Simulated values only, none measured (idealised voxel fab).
process module | voxel wiring stack
cross-section cut | 275 nm wide | cells 5 nm
A cross-section is a grid of square cells, given in bands from the top down. A band is one or more rows of cells.
Each band's line starts with the height of the band's top and of its bottom, in nm. Then come its materials from left to right, each with its width in nm. One material with "throughout" fills the band from edge to edge. "air" is empty space.
Height 0 is the level under which the wafer as received is all one material. The lowest band goes on downwards, as in "0 down".
A width such as "30 to 40" changes by the same amount from each row of cells to the next, from the band's top row to its bottom row.
"no change" after a step means that no cell of the cross-section changed.
closed voids: empty space of 8 cells or more with no open way to the top, each as width x height at its distance from the left edge, in nm
after a step's settings: what the simulator itself notes on the step
overlay nm, on a step with a mask: how far to the right of its planned place the mask lay; to the left if negative
plan
1 op RECEIVE | material Si
2 op CONFORMAL_DEP | material SiO2 | thk nm 10
3 op CONFORMAL_DEP | material SiN | thk nm 5
4 op DIRECTIONAL_DEP | material SiO2 | thk nm 15
5 op DIRECTIONAL_DEP | material aC | thk nm 10
6 op PATTERN | tone open | mask id METAL_1 | material resist | width nm 20 | pitch nm 40 | thk nm 25 | overlay nm 0
7 op DIRECTIONAL_ETCH | etch materials aC | depth nm 10
8 op STRIP | etch materials resist
9 op DIRECTIONAL_ETCH | etch materials SiO2 | depth nm 15
10 op DIRECTIONAL_ETCH | etch materials SiN | depth nm 5
11 op STRIP | etch materials aC
12 op CONFORMAL_DEP | material TiN | thk nm 5
13 op FILL_DEP | material Cu | thk nm 5
14 op CMP | height nm 30
15 op CONFORMAL_DEP | material SiCN | thk nm 5
16 op DIRECTIONAL_DEP | material SiO2 | thk nm 20
17 op MASKED_ETCH | tone open | mask id PLUG_1 | width nm 15 | pitch nm 40 | etch materials SiO2 | depth nm 20 | overlay nm 0
18 op MASKED_ETCH | tone open | mask id PLUG_1 | width nm 15 | pitch nm 40 | etch materials SiCN | depth nm 5 | overlay nm 0
19 op EPI | material Ru | thk nm 10
20 op EPI | material Ru | thk nm 10
21 op EPI | material Ru | thk nm 5
22 op CONFORMAL_DEP | material SiN | thk nm 5
23 op DIRECTIONAL_DEP | material SiO2 | thk nm 20
24 op DIRECTIONAL_DEP | material aC | thk nm 10
25 op PATTERN | tone open | mask id METAL_2 | material resist | width nm 20 | pitch nm 40 | thk nm 25 | overlay nm 0
26 op DIRECTIONAL_ETCH | etch materials aC | depth nm 10
27 op STRIP | etch materials resist
28 op DIRECTIONAL_ETCH | etch materials SiO2 | depth nm 20
29 op DIRECTIONAL_ETCH | etch materials SiN | depth nm 5
30 op STRIP | etch materials aC
31 op CONFORMAL_DEP | material TiN | thk nm 5
32 op FILL_DEP | material Ru | thk nm 10
33 op CMP | height nm 80
34 op CONFORMAL_DEP | material SiCN | thk nm 5
35 op DIRECTIONAL_DEP | material lowk | thk nm 20
36 op DIRECTIONAL_DEP | material aC | thk nm 15
37 op PATTERN | tone open | mask id PLUG_2 | material resist | width nm 15 | pitch nm 40 | thk nm 30 | overlay nm 0
38 op DIRECTIONAL_ETCH | etch materials aC | depth nm 15
39 op STRIP | etch materials resist
40 op DIRECTIONAL_ETCH | etch materials lowk | depth nm 20
41 op DIRECTIONAL_ETCH | etch materials SiCN | depth nm 5
42 op STRIP | etch materials aC
43 op CONFORMAL_DEP | material TiN | thk nm 5
44 op FILL_DEP | material W | thk nm 10
45 op CMP | height nm 105
46 op DIRECTIONAL_DEP | material TiN | thk nm 5
47 op DIRECTIONAL_DEP | material W | thk nm 15
48 op MASKED_ETCH | tone cover | mask id METAL_3 | width nm 20 | pitch nm 40 | etch materials W | depth nm 15 | overlay nm 0
49 op MASKED_ETCH | tone cover | mask id METAL_3 | width nm 20 | pitch nm 40 | etch materials TiN | depth nm 5 | overlay nm 0
50 op FILL_DEP | material lowk | thk nm 5
51 op CMP | height nm 125
52 op CONFORMAL_DEP | material SiCN | thk nm 5
as received, after step 1
  0 down: Si throughout
  closed voids: none
first wafer at the end, as planned
  130 to 125: SiCN throughout
  125 to 110: lowk 65 | W 20 | lowk 20 | W 20 | lowk 20 | W 20 | lowk 20 | W 20 | lowk 70
  110 to 105: lowk 65 | TiN 20 | lowk 20 | TiN 20 | lowk 20 | TiN 20 | lowk 20 | TiN 20 | lowk 70
  105 to 85: lowk 65 | TiN 5 | W 5 | TiN 5 | lowk 25 | TiN 5 | W 5 | TiN 5 | lowk 25 | TiN 5 | W 5 | TiN 5 | lowk 25 | TiN 5 | W 5 | TiN 5 | lowk 75
  85 to 80: SiCN 65 | TiN 15 | SiCN 25 | TiN 15 | SiCN 25 | TiN 15 | SiCN 25 | TiN 15 | SiCN 75
  80 to 60: SiO2 65 | TiN 5 | Ru 10 | TiN 5 | SiO2 20 | TiN 5 | Ru 10 | TiN 5 | SiO2 20 | TiN 5 | Ru 10 | TiN 5 | SiO2 20 | TiN 5 | Ru 10 | TiN 5 | SiO2 70
  60 to 55: SiN 65 | TiN 20 | SiN 20 | TiN 20 | SiN 20 | TiN 20 | SiN 20 | TiN 20 | SiN 70
  55 to 35: SiO2 65 | Ru 15 | SiO2 25 | Ru 15 | SiO2 25 | Ru 15 | SiO2 25 | Ru 15 | SiO2 75
  35 to 30: SiCN 65 | Ru 15 | SiCN 25 | Ru 15 | SiCN 25 | Ru 15 | SiCN 25 | Ru 15 | SiCN 75
  30 to 15: SiO2 65 | TiN 5 | Cu 10 | TiN 5 | SiO2 20 | TiN 5 | Cu 10 | TiN 5 | SiO2 20 | TiN 5 | Cu 10 | TiN 5 | SiO2 20 | TiN 5 | Cu 10 | TiN 5 | SiO2 70
  15 to 10: SiN 65 | TiN 20 | SiN 20 | TiN 20 | SiN 20 | TiN 20 | SiN 20 | TiN 20 | SiN 70
  10 to 0: SiO2 throughout
  0 down: Si throughout
  closed voids: none
second wafer at the end: like start, like plan, one mistake
  130 to 125: SiCN throughout
  125 to 110: lowk 65 | W 20 | lowk 20 | W 20 | lowk 20 | W 20 | lowk 20 | W 20 | lowk 70
  110 to 105: lowk 65 | TiN 20 | lowk 20 | TiN 20 | lowk 20 | TiN 20 | lowk 20 | TiN 20 | lowk 70
  105 to 85: lowk 65 | TiN 5 | W 5 | TiN 5 | lowk 25 | TiN 5 | W 5 | TiN 5 | lowk 25 | TiN 5 | W 5 | TiN 5 | lowk 25 | TiN 5 | W 5 | TiN 5 | lowk 75
  85 to 80: SiCN 65 | TiN 15 | SiCN 25 | TiN 15 | SiCN 25 | TiN 15 | SiCN 25 | TiN 15 | SiCN 75
  80 to 70: SiO2 65 | TiN 5 | Ru 10 | TiN 5 | SiO2 20 | TiN 5 | Ru 10 | TiN 5 | SiO2 20 | TiN 5 | Ru 10 | TiN 5 | SiO2 20 | TiN 5 | Ru 10 | TiN 5 | SiO2 70
  70 to 65: SiN 65 | TiN 20 | SiN 20 | TiN 20 | SiN 20 | TiN 20 | SiN 20 | TiN 20 | SiN 70
  65 to 55: SiN throughout
  55 to 35: SiO2 65 | Ru 15 | SiO2 25 | Ru 15 | SiO2 25 | Ru 15 | SiO2 25 | Ru 15 | SiO2 75
  35 to 30: SiCN 65 | Ru 15 | SiCN 25 | Ru 15 | SiCN 25 | Ru 15 | SiCN 25 | Ru 15 | SiCN 75
  30 to 15: SiO2 65 | TiN 5 | Cu 10 | TiN 5 | SiO2 20 | TiN 5 | Cu 10 | TiN 5 | SiO2 20 | TiN 5 | Cu 10 | TiN 5 | SiO2 20 | TiN 5 | Cu 10 | TiN 5 | SiO2 70
  15 to 10: SiN 65 | TiN 20 | SiN 20 | TiN 20 | SiN 20 | TiN 20 | SiN 20 | TiN 20 | SiN 70
  10 to 0: SiO2 throughout
  0 down: Si throughout
  closed voids: none
what went wrong: step 22 ran as: op CONFORMAL_DEP | material SiN | thk nm 15
at the end the second wafer has, in cells: 16 fewer of Ru | 110 more of SiN | 78 fewer of SiO2 | 16 fewer of TiN
